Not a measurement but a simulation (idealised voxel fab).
Presented below is a process module, voxel spacer lines.
Square cells of 5 nm make up the cross-section cut, whose width is 220 nm.
If you're reading a cross-section in this doc, picture square cells in a grid; it comes to you as bands, top ones listed first down to the bottom, and a band can be one or more rows of cells.
Basically the band line says how high the top is and how high the bottom is, in nm, and then what's in it from left to right, every material with its width in nm. Empty space shows up as "air", and if a single material carries "all across" it runs the full band edge to edge.
The level at which height equals 0 is the one under which the wafer, as it arrives, is entirely one material. No lower edge exists for the bottom band, which continues downward and is notated as in "0 -> down".
Note: "30->40" means the width goes from the first number (top row of the band) to the second number (bottom row) in equal steps per row of cells.
You'll sometimes find "nothing was modified" written for a step, and that's the way of saying that nowhere in the cross-section did a cell change during that step.
This entry, "Enclosed void catalog", enumerates those empty regions of no fewer than 8 cells that possess no open connection to the top. Each region is reported in the form width x height at distance, the distance being taken from the left edge, with all three quantities expressed in nm.
Anything after a step's settings on that line? It's the simulator's own note about the step.
overlay nm: where the mask lay relative to plan, measured to the right, on steps with a mask; negatives go left.

Planned step list for the process:
1) RECEIVE with material Si
2) CONFORMAL_DEP with material Al2O3, thk nm 5
3) DIRECTIONAL_DEP with material polySi, thk nm 10
4) DIRECTIONAL_DEP with material aC, thk nm 25
5) PATTERN with tone cover, mask id MANDREL, material resist, width nm 25, pitch nm 80, thk nm 35, overlay nm 0
6) DIRECTIONAL_ETCH with etch materials aC, depth nm 25
7) STRIP with etch materials resist
8) CONFORMAL_DEP with material SiN, thk nm 15
9) DIRECTIONAL_ETCH with etch materials SiN, depth nm 15
10) STRIP with etch materials aC
11) DIRECTIONAL_ETCH with etch materials polySi, depth nm 10
12) STRIP with etch materials SiN

Wafer cross-section on receipt, i.e. after step 1:
  0 -> down: Si all across
  Enclosed void catalog: none

Cross-section taken at module completion on the first of two wafers; processed per the plan:
  15 -> 5: polySi=15 / air=25 / polySi=15 / air=25 / polySi=15 / air=25 / polySi=15 / air=25 / polySi=15 / air=25 / polySi=15 / air=5
  5 -> 0: Al2O3 all across
  0 -> down: Si all across
  Enclosed void catalog: none

Cross-section, second wafer: same start as the first, same plan as the first, one mistake in running it; taken at the end of the module:
  10 -> 0: polySi=15 / air=25 / polySi=15 / air=25 / polySi=15 / air=25 / polySi=15 / air=25 / polySi=15 / air=25 / polySi=15 / air=5
  0 -> down: Si all across
  Enclosed void catalog: none
The plan and the run diverged here: plan step 2 never ran because it was skipped
Final difference in cells, second wafer against first, listed per material as more or fewer: -44 Al2O3
